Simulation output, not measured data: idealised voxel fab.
process module | voxel capacitor over wiring
cross-section cut | 265 nm wide | cells 5 nm
A cross-section is a grid of square cells, given in bands from the top down. A band is one or more rows of cells.
Each band's line starts with the height of the band's top and of its bottom, in nm. Then come its materials from left to right, each with its width in nm. One material with "throughout" fills the band from edge to edge. "air" is empty space.
Height 0 is the level under which the wafer as received is all one material. The lowest band goes on downwards, as in "0 down".
A width such as "30 to 40" changes by the same amount from each row of cells to the next, from the band's top row to its bottom row.
"no change" after a step means that no cell of the cross-section changed.
closed voids: empty space of 8 cells or more with no open way to the top, each as width x height at its distance from the left edge, in nm
after a step's settings: what the simulator itself notes on the step
overlay nm, on a step with a mask: how far to the right of its planned place the mask lay; to the left if negative
plan
1 op RECEIVE | material Si
2 op CONFORMAL_DEP | material SiO2 | thk nm 15
3 op DIRECTIONAL_DEP | material TiN | thk nm 5
4 op DIRECTIONAL_DEP | material W | thk nm 15
5 op DIRECTIONAL_DEP | material aC | thk nm 10
6 op PATTERN | tone cover | mask id METAL_1 | material resist | width nm 25 | pitch nm 90 | thk nm 25 | overlay nm 0
7 op DIRECTIONAL_ETCH | etch materials aC | depth nm 5
8 op STRIP | etch materials resist
9 op DIRECTIONAL_ETCH | etch materials W | depth nm 15
10 op DIRECTIONAL_ETCH | etch materials TiN | depth nm 5
11 op STRIP | etch materials aC
12 op CONFORMAL_DEP | material SiN | thk nm 5
13 op FILL_DEP | material SiO2 | thk nm 5
14 op CMP | height nm 35
15 op CONFORMAL_DEP | material SiCN | thk nm 5
16 op DIRECTIONAL_DEP | material lowk | thk nm 10
17 op MASKED_ETCH | tone open | mask id PLUG_1 | width nm 15 | etch materials lowk | depth nm 10 | overlay nm 0
18 op MASKED_ETCH | tone open | mask id PLUG_1 | width nm 15 | etch materials SiCN | depth nm 5 | overlay nm 0
19 op CONFORMAL_DEP | material TiN | thk nm 5
20 op FILL_DEP | material Cu | thk nm 5
21 op CMP | height nm 50
22 op DIRECTIONAL_DEP | material TiN | thk nm 10
23 op DIRECTIONAL_DEP | material SiN | thk nm 5
24 op DIRECTIONAL_DEP | material TiN | thk nm 10
25 op MASKED_ETCH | tone cover | mask id UPPER_PLATE | width nm 70 | etch materials TiN | depth nm 10 | overlay nm 0
26 op MASKED_ETCH | tone cover | mask id UPPER_PLATE | width nm 70 | etch materials SiN | depth nm 5 | overlay nm 0
27 op DIRECTIONAL_DEP | material aC | thk nm 10
28 op PATTERN | tone cover | mask id LOWER_PLATE | material resist | width nm 80 | thk nm 30 | overlay nm 0
29 op DIRECTIONAL_ETCH | etch materials aC | depth nm 10
30 op STRIP | etch materials resist
31 op DIRECTIONAL_ETCH | etch materials TiN | depth nm 10
32 op STRIP | etch materials aC
33 op FILL_DEP | material SiO2 | thk nm 15
34 op CMP | height nm 85
35 op PATTERN | tone open | mask id PLUG_2 | material resist | width nm 15 | thk nm 15 | overlay nm 0
36 op DIRECTIONAL_ETCH | etch materials SiO2 | depth nm 10
37 op STRIP | etch materials resist
38 op CONFORMAL_DEP | material TiN | thk nm 5
39 op FILL_DEP | material W | thk nm 5
40 op CMP | height nm 85
41 op CONFORMAL_DEP | material SiCN | thk nm 5
varied across the wafers: depth nm of step 7. The plan shows the first wafer's value. All wafers start alike
first wafer as received, after step 1
  0 down: Si throughout
  closed voids: none
first wafer at the end, after step 41
  90 to 85: SiCN throughout
  85 to 80: SiO2 95 | TiN 5 | W 5 | TiN 5 | SiO2 155
  80 to 75: SiO2 95 | TiN 15 | SiO2 155
  75 to 65: SiO2 85 | TiN 70 | SiO2 110
  65 to 60: SiO2 85 | SiN 70 | SiO2 110
  60 to 50: SiO2 80 | TiN 80 | SiO2 105
  50 to 40: lowk 85 | TiN 5 | Cu 5 | TiN 5 | lowk 165
  40 to 35: SiCN 85 | TiN 15 | SiCN 165
  35 to 20: W throughout
  20 to 15: TiN throughout
  15 to 0: SiO2 throughout
  0 down: Si throughout
  closed voids: none
last wafer at the end
  90 to 85: SiCN throughout
  85 to 80: SiO2 95 | TiN 5 | W 5 | TiN 5 | SiO2 155
  80 to 75: SiO2 95 | TiN 15 | SiO2 155
  75 to 65: SiO2 85 | TiN 70 | SiO2 110
  65 to 60: SiO2 85 | SiN 70 | SiO2 110
  60 to 50: SiO2 80 | TiN 80 | SiO2 105
  50 to 40: lowk 85 | TiN 5 | Cu 5 | TiN 5 | lowk 165
  40 to 35: SiCN 85 | TiN 15 | SiCN 165
  35 to 20: SiO2 70 | SiN 5 | W 25 | SiN 5 | SiO2 55 | SiN 5 | W 25 | SiN 5 | SiO2 70
  20 to 15: SiN 75 | TiN 25 | SiN 65 | TiN 25 | SiN 75
  15 to 0: SiO2 throughout
  0 down: Si throughout
  closed voids: none
each wafer at the end: cells of each material gained (+) or lost (-) since it was received, then its closed voids
depth nm 5 | +2 Cu | +103 SiCN | +14 SiN | +450 SiO2 | +125 TiN | +160 W | +100 lowk | closed voids: none
depth nm 10 | +2 Cu | +103 SiCN | +69 SiN | +567 SiO2 | +82 TiN | +31 W | +100 lowk | closed voids: none
depth nm 15 | +2 Cu | +103 SiCN | +69 SiN | +567 SiO2 | +82 TiN | +31 W | +100 lowk | closed voids: none
depth nm 20 | +2 Cu | +103 SiCN | +69 SiN | +567 SiO2 | +82 TiN | +31 W | +100 lowk | closed voids: none
depth nm 25 | +2 Cu | +103 SiCN | +69 SiN | +567 SiO2 | +82 TiN | +31 W | +100 lowk | closed voids: none
